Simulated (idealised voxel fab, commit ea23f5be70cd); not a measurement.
process module | voxel released beams
cross-section cut | 160 nm wide | cells 5 nm
A cross-section is a grid of square cells, given in bands from the top down. A band is one or more rows of cells.
Each band's line starts with the height of the band's top and of its bottom, in nm. Then come its materials from left to right, each with its width in nm. One material with "throughout" fills the band from edge to edge. "air" is empty space.
Height 0 is the level under which the wafer as received is all one material. The lowest band goes on downwards, as in "0 down".
A width such as "30 to 40" changes by the same amount from each row of cells to the next, from the band's top row to its bottom row.
"no change" after a step means that no cell of the cross-section changed.
closed voids: empty space of 8 cells or more with no open way to the top, each as width x height at its distance from the left edge, in nm
after a step's settings: what the simulator itself notes on the step
overlay nm, on a step with a mask: how far to the right of its planned place the mask lay; to the left if negative
plan
1 op RECEIVE | material Si
2 op CONFORMAL_DEP | material Al2O3 | thk nm 10
3 op DIRECTIONAL_DEP | material SiO2 | thk nm 10
4 op PATTERN | tone open | mask id ANCHOR | material resist | width nm 30 | thk nm 15 | overlay nm 0
5 op DIRECTIONAL_ETCH | etch materials SiO2 | depth nm 10
6 op STRIP | etch materials resist
7 op CONFORMAL_DEP | material SiN | thk nm 10
8 op DIRECTIONAL_DEP | material aC | thk nm 15
9 op PATTERN | tone cover | mask id BEAM | material resist | width nm 95 | thk nm 30 | overlay nm 0
10 op DIRECTIONAL_ETCH | etch materials aC | depth nm 15
11 op STRIP | etch materials resist
12 op DIRECTIONAL_ETCH | etch materials SiN | depth nm 10
13 op STRIP | etch materials aC
14 op STRIP | etch materials SiO2
as received, after step 1
  0 down: Si throughout
  closed voids: none
first wafer at the end, as planned
  30 to 20: air 30 | SiN 15 | air 10 | SiN 70 | air 35
  20 to 10: air 35 | SiN 30 | air 95
  10 to 0: Al2O3 throughout
  0 down: Si throughout
  closed voids: none
second wafer at the end: like start, like plan, one mistake
  30 to 20: air 30 | SiN 95 | air 35
  20 to 10: Al2O3 throughout
  10 to 0: SiO2 throughout
  0 down: Si throughout
  closed voids: none
what went wrong: steps 2 and 3 were swapped
at the end the second wafer has, in cells: 8 fewer of SiN | 64 more of SiO2
